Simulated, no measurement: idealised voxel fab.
Name of the process module below: voxel self aligned vias
The cross-section on display is named cut; it measures 215 nm wide, and its cells are 5 nm squares.
Just so we're on the same page, the cross-sections are grids of square cells, and they're listed out in bands top to bottom, each band one or more rows deep.
Heights first: top, then bottom, in nm. Then materials, left to right, each with a width in nm. "everywhere" on a single material: fills the band edge to edge. "air": empty space.
The reference from which all heights are counted is 0, the level beneath which the as-received wafer is entirely one material; the lowest band, having no lower bound, proceeds downward and is written after the example "top 0, no bottom".
Width: "30->40" (first number = top row, second number = bottom row, same change from row to row of cells).
Given "nothing changed" for a step, no cell of the cross-section differs between before and after that step.
You'll see "Sealed internal cavities" listing empty spaces that have no way open to the top, as long as they're 8 cells or more; the notation is width x height at distance, where the distance is from the left edge, and all of it is in nm.
On a step's line, text after the settings is the simulator commenting on that step.
overlay nm: how far to the right of its planned place the mask lay on this masked step (negative: to the left).

The planned process steps are enumerated hereunder
1. op RECEIVE | material Si
2. op CONFORMAL_DEP | material SiO2 | thk nm 10
3. op CONFORMAL_DEP | material SiCN | thk nm 5
4. op DIRECTIONAL_DEP | material lowk | thk nm 30
5. op MASKED_ETCH | tone open | mask id LINES | width nm 25 | pitch nm 50 | etch materials lowk | depth nm 30 | overlay nm 0
6. op CONFORMAL_DEP | material TiN | thk nm 5
7. op FILL_DEP | material Ru | thk nm 5
8. op CMP | height nm 45
9. op SELECTIVE_ETCH | etch materials W Ru TiN | depth nm 5
10. op FILL_DEP | material SiN | thk nm 10
11. op CMP | height nm 45
12. op DIRECTIONAL_DEP | material lowk | thk nm 15
13. op PATTERN | tone open | mask id VIAS | material resist | width nm 35 | thk nm 15 | overlay nm 0
14. op DIRECTIONAL_ETCH | etch materials lowk | depth nm 15
15. op DIRECTIONAL_ETCH | etch materials SiN | depth nm 5
16. op STRIP | etch materials resist
17. op CONFORMAL_DEP | material TiN | thk nm 5
18. op FILL_DEP | material Cu | thk nm 10
19. op CMP | height nm 60
20. op CONFORMAL_DEP | material SiCN | thk nm 5

Cross-section of the wafer upon arrival, representing the state reached after step 1
  top 0, no bottom: Si everywhere
  Sealed internal cavities: none

The following cross-section depicts the wafer upon conclusion of the module. Processing commenced from the starting condition illustrated above and adhered to the plan illustrated above, save for one mistake in execution
  top 65, bottom 60: SiCN everywhere
  top 60, bottom 45: lowk (65); TiN (5); Cu (25); TiN (5); lowk (115)
  top 45, bottom 40: SiN (65); TiN (35); SiN (115)
  top 40, bottom 20: lowk (70); TiN (5); Ru (15); TiN (5); lowk (25); TiN (5); Ru (15); TiN (5); lowk (70)
  top 20, bottom 15: lowk (70); TiN (25); lowk (25); TiN (25); lowk (70)
  top 15, bottom 10: SiCN everywhere
  top 10, bottom 0: SiO2 everywhere
  top 0, no bottom: Si everywhere
  Sealed internal cavities: none
Heads up, the wafer didn't run the way we planned it: step 4 off recipe, ran as op DIRECTIONAL_DEP | material lowk | thk nm 25
